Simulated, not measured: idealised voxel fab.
process module | voxel capacitor over wiring
Cross-section cut spans 280 nm and uses square cells 5 nm in size.
A cross-section is written here as square cells arranged in a grid, and it is given in bands from the top down, each band taking up one or more rows of cells.
This entry defines a band. It first specifies the height of the band's top and the height of its bottom in nm, and then specifies the band's materials from left to right, stating each material with its width in nm. The word "full width" identifies a single material that fills the band from edge to edge, while the word "blank" identifies empty space.
Heights from 0 (as-received wafer is one material below). Bottom band endless downward, as "0 -> down".
Quick explanation for "30..40": the width changes in equal steps down the rows of cells, from the first number in the band's top row to the second number in its bottom row.
The designation "changes: none", where it is given for a processing step, indicates that no cell of the cross-section was altered in the course of that step.
"Tabulated closed voids": empty spaces of 8 cells or more with no open way to the top, each given as width x height at distance, distance from the left edge, all in nm.
If you see something after the settings on a step's line, that's the simulator's own remark about that step.
The optional step-line setting "overlay nm" applies to steps with a mask and quantifies how far to the right of its planned location the mask lay, a negative value indicating leftward placement.
Here's what the planned process steps look like
1 RECEIVE: material Si
2 CONFORMAL_DEP: material SiO2, thk nm 10
3 DIRECTIONAL_DEP: material TiN, thk nm 5
4 DIRECTIONAL_DEP: material Ru, thk nm 15
5 PATTERN: tone cover, mask id METAL_1, material resist, width nm 25, pitch nm 80, thk nm 20, overlay nm 0
6 DIRECTIONAL_ETCH: etch materials Ru, depth nm 15
7 DIRECTIONAL_ETCH: etch materials TiN, depth nm 5
8 STRIP: etch materials resist
9 CONFORMAL_DEP: material SiN, thk nm 5
10 FILL_DEP: material SiO2, thk nm 10
11 CMP: height nm 30
12 CONFORMAL_DEP: material SiCN, thk nm 5
13 DIRECTIONAL_DEP: material lowk, thk nm 10
14 DIRECTIONAL_DEP: material aC, thk nm 15
15 PATTERN: tone open, mask id PLUG_1, material resist, width nm 15, thk nm 35, overlay nm 0
16 DIRECTIONAL_ETCH: etch materials aC, depth nm 15
17 STRIP: etch materials resist
18 DIRECTIONAL_ETCH: etch materials lowk, depth nm 10
19 DIRECTIONAL_ETCH: etch materials SiCN, depth nm 5
20 STRIP: etch materials aC
21 CONFORMAL_DEP: material TiN, thk nm 5
22 FILL_DEP: material W, thk nm 10
23 CMP: height nm 45
24 DIRECTIONAL_DEP: material TiN, thk nm 10
25 DIRECTIONAL_DEP: material Al2O3, thk nm 5
26 DIRECTIONAL_DEP: material TiN, thk nm 10
27 PATTERN: tone cover, mask id UPPER_PLATE, material resist, width nm 60, thk nm 15, overlay nm 0
28 DIRECTIONAL_ETCH: etch materials TiN, depth nm 10
29 DIRECTIONAL_ETCH: etch materials Al2O3, depth nm 5
30 STRIP: etch materials resist
31 MASKED_ETCH: tone cover, mask id LOWER_PLATE, width nm 70, etch materials TiN, depth nm 10, overlay nm 0
32 FILL_DEP: material SiO2, thk nm 20
33 CMP: height nm 85
34 PATTERN: tone open, mask id PLUG_2, material resist, width nm 15, thk nm 15, overlay nm 0
35 DIRECTIONAL_ETCH: etch materials SiO2, depth nm 15
36 STRIP: etch materials resist
37 CONFORMAL_DEP: material TiN, thk nm 5
38 FILL_DEP: material Ru, thk nm 10
39 CMP: height nm 85
40 CONFORMAL_DEP: material SiCN, thk nm 5
First wafer of two (run as planned)
As-received state of the wafer in cross-section, equivalent to post-step 1
	0 -> down | Si full width
	Tabulated closed voids: none
Take a look at the wafer's cross-section after step 2
	10 -> 0 | SiO2 full width
	Lower than 0, everything is as it was.
Take a look at the wafer's cross-section after step 3
	15 -> 10 | TiN full width
	Lower than 10, everything is as it was.
Take a look at the wafer's cross-section after step 4
	30 -> 15 | Ru full width
	Lower than 15, everything is as it was.
Take a look at the wafer's cross-section after step 5
	50 -> 30 | blank (85)  resist (25)  blank (55)  resist (25)  blank (90)
	Lower than 30, everything is as it was.
Take a look at the wafer's cross-section after step 6
	50 -> 30 | blank (85)  resist (25)  blank (55)  resist (25)  blank (90)
	30 -> 15 | blank (85)  Ru (25)  blank (55)  Ru (25)  blank (90)
	Lower than 15, everything is as it was.
Take a look at the wafer's cross-section after step 7
	50 -> 30 | blank (85)  resist (25)  blank (55)  resist (25)  blank (90)
	30 -> 15 | blank (85)  Ru (25)  blank (55)  Ru (25)  blank (90)
	15 -> 10 | blank (85)  TiN (25)  blank (55)  TiN (25)  blank (90)
	Lower than 10, everything is as it was.
Take a look at the wafer's cross-section after step 8
	30 -> 15 | blank (85)  Ru (25)  blank (55)  Ru (25)  blank (90)
	Lower than 15, everything is as it was.
Take a look at the wafer's cross-section after step 9
	35 -> 30 | blank (80)  SiN (35)  blank (45)  SiN (35)  blank (85)
	30 -> 15 | blank (80)  SiN (5)  Ru (25)  SiN (5)  blank (45)  SiN (5)  Ru (25)  SiN (5)  blank (85)
	15 -> 10 | SiN (85)  TiN (25)  SiN (55)  TiN (25)  SiN (90)
	Lower than 10, everything is as it was.
Take a look at the wafer's cross-section after step 10
	45 -> 35 | SiO2 full width
	35 -> 30 | SiO2 (80)  SiN (35)  SiO2 (45)  SiN (35)  SiO2 (85)
	30 -> 15 | SiO2 (80)  SiN (5)  Ru (25)  SiN (5)  SiO2 (45)  SiN (5)  Ru (25)  SiN (5)  SiO2 (85)
	Lower than 15, everything is as it was.
Take a look at the wafer's cross-section after step 11
	30 -> 15 | SiO2 (80)  SiN (5)  Ru (25)  SiN (5)  SiO2 (45)  SiN (5)  Ru (25)  SiN (5)  SiO2 (85)
	Lower than 15, everything is as it was.
Take a look at the wafer's cross-section after step 12
	35 -> 30 | SiCN full width
	Lower than 30, everything is as it was.
Take a look at the wafer's cross-section after step 13
	45 -> 35 | lowk full width
	Lower than 35, everything is as it was.
Take a look at the wafer's cross-section after step 14
	60 -> 45 | aC full width
	Lower than 45, everything is as it was.
Take a look at the wafer's cross-section after step 15
	95 -> 60 | resist (95)  blank (15)  resist (170)
	Lower than 60, everything is as it was.
Take a look at the wafer's cross-section after step 16
	80 -> 60 | resist (95)  blank (15)  resist (170)
	60 -> 45 | aC (95)  blank (15)  aC (170)
	Lower than 45, everything is as it was.
Take a look at the wafer's cross-section after step 17
	60 -> 45 | aC (95)  blank (15)  aC (170)
	Lower than 45, everything is as it was.
Take a look at the wafer's cross-section after step 18
	60 -> 45 | aC (95)  blank (15)  aC (170)
	45 -> 35 | lowk (95)  blank (15)  lowk (170)
	Lower than 35, everything is as it was.
Take a look at the wafer's cross-section after step 19
	60 -> 45 | aC (95)  blank (15)  aC (170)
	45 -> 35 | lowk (95)  blank (15)  lowk (170)
	35 -> 30 | SiCN (95)  blank (15)  SiCN (170)
	Lower than 30, everything is as it was.
Take a look at the wafer's cross-section after step 20
	45 -> 35 | lowk (95)  blank (15)  lowk (170)
	Lower than 35, everything is as it was.
Take a look at the wafer's cross-section after step 21
	50 -> 45 | TiN (100)  blank (5)  TiN (175)
	45 -> 35 | lowk (95)  TiN (5)  blank (5)  TiN (5)  lowk (170)
	35 -> 30 | SiCN (95)  TiN (15)  SiCN (170)
	Lower than 30, everything is as it was.
Take a look at the wafer's cross-section after step 22
	60 -> 50 | W full width
	50 -> 45 | TiN (100)  W (5)  TiN (175)
	45 -> 35 | lowk (95)  TiN (5)  W (5)  TiN (5)  lowk (170)
	Lower than 35, everything is as it was.
Take a look at the wafer's cross-section after step 23
	45 -> 35 | lowk (95)  TiN (5)  W (5)  TiN (5)  lowk (170)
	Lower than 35, everything is as it was.
Take a look at the wafer's cross-section after step 24
	55 -> 45 | TiN full width
	Lower than 45, everything is as it was.
Take a look at the wafer's cross-section after step 25
	60 -> 55 | Al2O3 full width
	Lower than 55, everything is as it was.
Take a look at the wafer's cross-section after step 26
	70 -> 60 | TiN full width
	Lower than 60, everything is as it was.
Take a look at the wafer's cross-section after step 27
	85 -> 70 | blank (95)  resist (60)  blank (125)
	Lower than 70, everything is as it was.
Take a look at the wafer's cross-section after step 28
	85 -> 70 | blank (95)  resist (60)  blank (125)
	70 -> 60 | blank (95)  TiN (60)  blank (125)
	Lower than 60, everything is as it was.
Take a look at the wafer's cross-section after step 29
	85 -> 70 | blank (95)  resist (60)  blank (125)
	70 -> 60 | blank (95)  TiN (60)  blank (125)
	60 -> 55 | blank (95)  Al2O3 (60)  blank (125)
	Lower than 55, everything is as it was.
Take a look at the wafer's cross-section after step 30
	70 -> 60 | blank (95)  TiN (60)  blank (125)
	Lower than 60, everything is as it was.
Take a look at the wafer's cross-section after step 31
	70 -> 60 | blank (95)  TiN (60)  blank (125)
	60 -> 55 | blank (95)  Al2O3 (60)  blank (125)
	55 -> 45 | blank (90)  TiN (70)  blank (120)
	Lower than 45, everything is as it was.
Take a look at the wafer's cross-section after step 32
	90 -> 70 | SiO2 full width
	70 -> 60 | SiO2 (95)  TiN (60)  SiO2 (125)
	60 -> 55 | SiO2 (95)  Al2O3 (60)  SiO2 (125)
	55 -> 45 | SiO2 (90)  TiN (70)  SiO2 (120)
	Lower than 45, everything is as it was.
Take a look at the wafer's cross-section after step 33
	85 -> 70 | SiO2 full width
	Lower than 70, everything is as it was.
Take a look at the wafer's cross-section after step 34
	100 -> 85 | resist (105)  blank (15)  resist (160)
	Lower than 85, everything is as it was.
Take a look at the wafer's cross-section after step 35
	100 -> 85 | resist (105)  blank (15)  resist (160)
	85 -> 70 | SiO2 (105)  blank (15)  SiO2 (160)
	Lower than 70, everything is as it was.
Take a look at the wafer's cross-section after step 36
	85 -> 70 | SiO2 (105)  blank (15)  SiO2 (160)
	Lower than 70, everything is as it was.
Take a look at the wafer's cross-section after step 37
	90 -> 85 | TiN (110)  blank (5)  TiN (165)
	85 -> 75 | SiO2 (105)  TiN (5)  blank (5)  TiN (5)  SiO2 (160)
	75 -> 70 | SiO2 (105)  TiN (15)  SiO2 (160)
	Lower than 70, everything is as it was.
Take a look at the wafer's cross-section after step 38
	100 -> 90 | Ru full width
	90 -> 85 | TiN (110)  Ru (5)  TiN (165)
	85 -> 75 | SiO2 (105)  TiN (5)  Ru (5)  TiN (5)  SiO2 (160)
	Lower than 75, everything is as it was.
Take a look at the wafer's cross-section after step 39
	85 -> 75 | SiO2 (105)  TiN (5)  Ru (5)  TiN (5)  SiO2 (160)
	Lower than 75, everything is as it was.
Take a look at the wafer's cross-section after step 40
	90 -> 85 | SiCN full width
	Lower than 85, everything is as it was.
Wafer two: like wafer one in start and plan, but with one mistake in execution; identical up to and including step 1
At the planned end of step 2, the second wafer in cross-section
	5 -> 0 | TiN full width
	Lower than 0, everything is as it was.
At the planned end of step 3, the second wafer in cross-section
	15 -> 5 | SiO2 full width
	Lower than 5, everything is as it was.
At the planned end of step 4, the second wafer in cross-section
	30 -> 15 | Ru full width
	Lower than 15, everything is as it was.
At the planned end of step 5, the second wafer in cross-section
	50 -> 30 | blank (85)  resist (25)  blank (55)  resist (25)  blank (90)
	Lower than 30, everything is as it was.
At the planned end of step 6, the second wafer in cross-section
	50 -> 30 | blank (85)  resist (25)  blank (55)  resist (25)  blank (90)
	30 -> 15 | blank (85)  Ru (25)  blank (55)  Ru (25)  blank (90)
	Lower than 15, everything is as it was.
At the planned end of step 7, the second wafer in cross-section: changes: none
At the planned end of step 8, the second wafer in cross-section
	30 -> 15 | blank (85)  Ru (25)  blank (55)  Ru (25)  blank (90)
	Lower than 15, everything is as it was.
At the planned end of step 9, the second wafer in cross-section
	35 -> 30 | blank (80)  SiN (35)  blank (45)  SiN (35)  blank (85)
	30 -> 20 | blank (80)  SiN (5)  Ru (25)  SiN (5)  blank (45)  SiN (5)  Ru (25)  SiN (5)  blank (85)
	20 -> 15 | SiN (85)  Ru (25)  SiN (55)  Ru (25)  SiN (90)
	Lower than 15, everything is as it was.
At the planned end of step 10, the second wafer in cross-section
	45 -> 35 | SiO2 full width
	35 -> 30 | SiO2 (80)  SiN (35)  SiO2 (45)  SiN (35)  SiO2 (85)
	30 -> 20 | SiO2 (80)  SiN (5)  Ru (25)  SiN (5)  SiO2 (45)  SiN (5)  Ru (25)  SiN (5)  SiO2 (85)
	Lower than 20, everything is as it was.
At the planned end of step 11, the second wafer in cross-section
	30 -> 20 | SiO2 (80)  SiN (5)  Ru (25)  SiN (5)  SiO2 (45)  SiN (5)  Ru (25)  SiN (5)  SiO2 (85)
	Lower than 20, everything is as it was.
At the planned end of step 12, the second wafer in cross-section
	35 -> 30 | SiCN full width
	Lower than 30, everything is as it was.
At the planned end of step 13, the second wafer in cross-section
	45 -> 35 | lowk full width
	Lower than 35, everything is as it was.
At the planned end of step 14, the second wafer in cross-section
	60 -> 45 | aC full width
	Lower than 45, everything is as it was.
At the planned end of step 15, the second wafer in cross-section
	95 -> 60 | resist (95)  blank (15)  resist (170)
	Lower than 60, everything is as it was.
At the planned end of step 16, the second wafer in cross-section
	80 -> 60 | resist (95)  blank (15)  resist (170)
	60 -> 45 | aC (95)  blank (15)  aC (170)
	Lower than 45, everything is as it was.
At the planned end of step 17, the second wafer in cross-section
	60 -> 45 | aC (95)  blank (15)  aC (170)
	Lower than 45, everything is as it was.
At the planned end of step 18, the second wafer in cross-section
	60 -> 45 | aC (95)  blank (15)  aC (170)
	45 -> 35 | lowk (95)  blank (15)  lowk (170)
	Lower than 35, everything is as it was.
At the planned end of step 19, the second wafer in cross-section
	60 -> 45 | aC (95)  blank (15)  aC (170)
	45 -> 35 | lowk (95)  blank (15)  lowk (170)
	35 -> 30 | SiCN (95)  blank (15)  SiCN (170)
	Lower than 30, everything is as it was.
At the planned end of step 20, the second wafer in cross-section
	45 -> 35 | lowk (95)  blank (15)  lowk (170)
	Lower than 35, everything is as it was.
At the planned end of step 21, the second wafer in cross-section
	50 -> 45 | TiN (100)  blank (5)  TiN (175)
	45 -> 35 | lowk (95)  TiN (5)  blank (5)  TiN (5)  lowk (170)
	35 -> 30 | SiCN (95)  TiN (15)  SiCN (170)
	Lower than 30, everything is as it was.
At the planned end of step 22, the second wafer in cross-section
	60 -> 50 | W full width
	50 -> 45 | TiN (100)  W (5)  TiN (175)
	45 -> 35 | lowk (95)  TiN (5)  W (5)  TiN (5)  lowk (170)
	Lower than 35, everything is as it was.
At the planned end of step 23, the second wafer in cross-section
	45 -> 35 | lowk (95)  TiN (5)  W (5)  TiN (5)  lowk (170)
	Lower than 35, everything is as it was.
At the planned end of step 24, the second wafer in cross-section
	55 -> 45 | TiN full width
	Lower than 45, everything is as it was.
At the planned end of step 25, the second wafer in cross-section
	60 -> 55 | Al2O3 full width
	Lower than 55, everything is as it was.
At the planned end of step 26, the second wafer in cross-section
	70 -> 60 | TiN full width
	Lower than 60, everything is as it was.
At the planned end of step 27, the second wafer in cross-section
	85 -> 70 | blank (95)  resist (60)  blank (125)
	Lower than 70, everything is as it was.
At the planned end of step 28, the second wafer in cross-section
	85 -> 70 | blank (95)  resist (60)  blank (125)
	70 -> 60 | blank (95)  TiN (60)  blank (125)
	Lower than 60, everything is as it was.
At the planned end of step 29, the second wafer in cross-section
	85 -> 70 | blank (95)  resist (60)  blank (125)
	70 -> 60 | blank (95)  TiN (60)  blank (125)
	60 -> 55 | blank (95)  Al2O3 (60)  blank (125)
	Lower than 55, everything is as it was.
At the planned end of step 30, the second wafer in cross-section
	70 -> 60 | blank (95)  TiN (60)  blank (125)
	Lower than 60, everything is as it was.
At the planned end of step 31, the second wafer in cross-section
	70 -> 60 | blank (95)  TiN (60)  blank (125)
	60 -> 55 | blank (95)  Al2O3 (60)  blank (125)
	55 -> 45 | blank (90)  TiN (70)  blank (120)
	Lower than 45, everything is as it was.
At the planned end of step 32, the second wafer in cross-section
	90 -> 70 | SiO2 full width
	70 -> 60 | SiO2 (95)  TiN (60)  SiO2 (125)
	60 -> 55 | SiO2 (95)  Al2O3 (60)  SiO2 (125)
	55 -> 45 | SiO2 (90)  TiN (70)  SiO2 (120)
	Lower than 45, everything is as it was.
At the planned end of step 33, the second wafer in cross-section
	85 -> 70 | SiO2 full width
	Lower than 70, everything is as it was.
At the planned end of step 34, the second wafer in cross-section
	100 -> 85 | resist (105)  blank (15)  resist (160)
	Lower than 85, everything is as it was.
At the planned end of step 35, the second wafer in cross-section
	100 -> 85 | resist (105)  blank (15)  resist (160)
	85 -> 70 | SiO2 (105)  blank (15)  SiO2 (160)
	Lower than 70, everything is as it was.
At the planned end of step 36, the second wafer in cross-section
	85 -> 70 | SiO2 (105)  blank (15)  SiO2 (160)
	Lower than 70, everything is as it was.
At the planned end of step 37, the second wafer in cross-section
	90 -> 85 | TiN (110)  blank (5)  TiN (165)
	85 -> 75 | SiO2 (105)  TiN (5)  blank (5)  TiN (5)  SiO2 (160)
	75 -> 70 | SiO2 (105)  TiN (15)  SiO2 (160)
	Lower than 70, everything is as it was.
At the planned end of step 38, the second wafer in cross-section
	100 -> 90 | Ru full width
	90 -> 85 | TiN (110)  Ru (5)  TiN (165)
	85 -> 75 | SiO2 (105)  TiN (5)  Ru (5)  TiN (5)  SiO2 (160)
	Lower than 75, everything is as it was.
At the planned end of step 39, the second wafer in cross-section
	85 -> 75 | SiO2 (105)  TiN (5)  Ru (5)  TiN (5)  SiO2 (160)
	Lower than 75, everything is as it was.
At the planned end of step 40, the second wafer in cross-section
	90 -> 85 | SiCN full width
	Lower than 85, everything is as it was.
It is concluded that the wafer was processed incorrectly with respect to the plan, in that steps 2 and 3 were swapped
Bottom line after processing is that, in cells, the second wafer is up or down on some materials versus the first: SiN: 4 fewer, SiO2: 42 fewer, TiN: 46 more
